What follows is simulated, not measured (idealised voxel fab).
Proc. module: voxel ribs on slabs
FYI the section here is cut, 200 nm wide, cells are 5 nm squares.
Format of a cross-section: grid, square cells. Given as bands. Order: top down. Band: one or more rows of cells. Look at the band entry: it leads with the top's height and the bottom's height in nm. Then it lists the materials left to right, with a width in nm for each. The word "everywhere" on a single material says that material fills the band edge to edge. The word "empty" is empty space. Heights are measured from 0, the level below which the as-received wafer is all one material; the lowest band has no bottom and continues downward, written as in "0 and below". Width spec "30..40" -> top row of cells at first value, bottom row at second value, equal per-row change in between. Take "everything unchanged" at face value: in the step it is given for, the cross-section changed in none of its cells. So "Enclosed void entries" is basically the list of trapped voids: any empty space of 8 cells or more that can't reach the top through an opening. They're written width x height at distance, the distance being from the left edge, and it's all nm. after a step's settings: what the simulator itself notes on the step. overlay nm: mask right of planned place by this much (step with mask). Neg. = left.

The steps planned for the process are as follows
1: RECEIVE with material Si
2: DIRECTIONAL_DEP with material SiO2, thk nm 20
3: DIRECTIONAL_DEP with material polySi, thk nm 15
4: DIRECTIONAL_DEP with material aC, thk nm 10
5: PATTERN with tone cover, mask id RIB, material resist, width nm 30, thk nm 30, overlay nm 0
6: DIRECTIONAL_ETCH with etch materials aC, depth nm 10
7: STRIP with etch materials resist
8: DIRECTIONAL_ETCH with etch materials polySi, depth nm 10
9: STRIP with etch materials aC
10: MASKED_ETCH with tone cover, mask id SLAB, width nm 60, etch materials polySi, depth nm 5, overlay nm 0
11: FILL_DEP with material SiO2, thk nm 20
12: CMP with height nm 45
13: DIRECTIONAL_DEP with material TiN, thk nm 10
14: DIRECTIONAL_DEP with material aC, thk nm 10
15: PATTERN with tone cover, mask id HEATER, material resist, width nm 40, thk nm 30, overlay nm 0
16: DIRECTIONAL_ETCH with etch materials aC, depth nm 10
17: STRIP with etch materials resist
18: DIRECTIONAL_ETCH with etch materials TiN, depth nm 10
19: STRIP with etch materials aC
20: CONFORMAL_DEP with material SiO2, thk nm 5

This is the cross-section of the wafer as we received it, i.e. after step 1
> 0 and below: Si everywhere
> Enclosed void entries: none

First wafer at the end, as planned
> 60 down to 55: empty 75 | SiO2 50 | empty 75
> 55 down to 50: empty 75 | SiO2 5 | TiN 40 | SiO2 5 | empty 75
> 50 down to 45: SiO2 80 | TiN 40 | SiO2 80
> 45 down to 35: SiO2 everywhere
> 35 down to 25: SiO2 85 | polySi 30 | SiO2 85
> 25 down to 20: SiO2 70 | polySi 60 | SiO2 70
> 20 down to 0: SiO2 everywhere
> 0 and below: Si everywhere
> Enclosed void entries: none

Here is the second of the two wafers cut open at the end of the module - same start, same plan as the first one, but we made one mistake running it
> 60 down to 55: empty 75 | SiO2 50 | empty 75
> 55 down to 50: empty 75 | SiO2 5 | TiN 40 | SiO2 5 | empty 75
> 50 down to 45: SiO2 80 | TiN 40 | SiO2 80
> 45 down to 35: SiO2 everywhere
> 35 down to 25: SiO2 95 | polySi 30 | SiO2 75
> 25 down to 20: SiO2 70 | polySi 60 | SiO2 70
> 20 down to 0: SiO2 everywhere
> 0 and below: Si everywhere
> Enclosed void entries: none
Processing error: step 5 changed vs plan, executed as PATTERN with tone cover, mask id RIB, material resist, width nm 30, thk nm 30, overlay nm 10
Final state: per-material cell counts identical on both wafers; locations differ.
